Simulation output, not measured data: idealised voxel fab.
You're looking at the process module voxel gate over fins.
FYI the section here is cut, 220 nm wide, cells are 5 nm squares.
A cross-section is written here as square cells arranged in a grid, and it is given in bands from the top down, each band taking up one or more rows of cells. What a band's entry tells you: where the top is and where the bottom is, as heights in nm, and after that what lies inside, material by material from left to right, each with its width in nm. Empty space is written as the word "empty", and a single material marked with the word "edge to edge" occupies the band from edge to edge. Measure heights from 0. That's the level where, below it, the as-received wafer is all one material. The lowest band is bottomless and extends downward; write it as in "0 and below". The width entry "30->40" should be interpreted row by row: the top row of cells in the band takes the first number, the bottom row takes the second number, and the change between adjacent rows is uniform throughout. Take "changes: none" at face value: in the step it is given for, the cross-section changed in none of its cells. Closed-off voids of 8+ cells (no open route to the top) go in "Enclosed voids", written width x height at distance from the left edge, in nm. Read whatever lies past the settings on a step's line as the simulator's own remark about the step. A step line may carry the setting "overlay nm", which, for steps involving a mask, states the distance by which the mask lay to the right of its intended position; negative values denote displacement to the left.

SO HERE'S THE LINEUP OF PROCESS STEPS WE PLANNED
1. RECEIVE with material Si
2. CONFORMAL_DEP with material SiN, thk nm 5
3. DIRECTIONAL_DEP with material aC, thk nm 15
4. PATTERN with tone cover, mask id FINS, material resist, width nm 15, pitch nm 45, thk nm 30, overlay nm -15
5. DIRECTIONAL_ETCH with etch materials aC, depth nm 15
6. STRIP with etch materials resist
7. DIRECTIONAL_ETCH with etch materials SiN, depth nm 5
8. DIRECTIONAL_ETCH with etch materials Si, depth nm 40
9. STRIP with etch materials aC
10. OXIDIZE with depth nm 5
11. FILL_DEP with material SiO2, thk nm 10
12. CMP with height nm 5
13. SELECTIVE_ETCH with etch materials SiO2, depth nm 20
14. STRIP with etch materials SiN
15. CONFORMAL_DEP with material HfO2, thk nm 5
16. CONFORMAL_DEP with material TiN, thk nm 5
17. FILL_DEP with material W, thk nm 15
18. CMP with height nm 20
19. CONFORMAL_DEP with material SiCN, thk nm 5
Wafer-to-wafer difference: overlay nm, step 4. Common start. Plan = first wafer's value.

FIRST OF SEVERAL WAFERS (AS RECEIVED, POST STEP 1), CROSS-SECTIONAL VIEW
- 0 and below  Si edge to edge
- Enclosed voids: none

WHERE EACH WAFER STANDS AT THE END OF THE MODULE, A ROW APIECE: CELLS OF EACH MATERIAL GAINED (+) OR LOST (-) SINCE IT WAS RECEIVED, THEN CLOSED VOIDS
overlay nm -15 | +62 HfO2 | -369 Si | +44 SiCN | +246 SiO2 | +62 TiN | +175 W | Enclosed voids: none
overlay nm -10 | +62 HfO2 | -369 Si | +44 SiCN | +246 SiO2 | +62 TiN | +175 W | Enclosed voids: none
overlay nm -5 | +62 HfO2 | -369 Si | +44 SiCN | +246 SiO2 | +62 TiN | +175 W | Enclosed voids: none
overlay nm 0 | +62 HfO2 | -369 Si | +44 SiCN | +246 SiO2 | +62 TiN | +175 W | Enclosed voids: none
overlay nm 5 | +62 HfO2 | -369 Si | +44 SiCN | +246 SiO2 | +62 TiN | +175 W | Enclosed voids: none
overlay nm 10 | +62 HfO2 | -369 Si | +44 SiCN | +246 SiO2 | +62 TiN | +175 W | Enclosed voids: none
overlay nm 15 | +62 HfO2 | -369 Si | +44 SiCN | +246 SiO2 | +62 TiN | +175 W | Enclosed voids: none
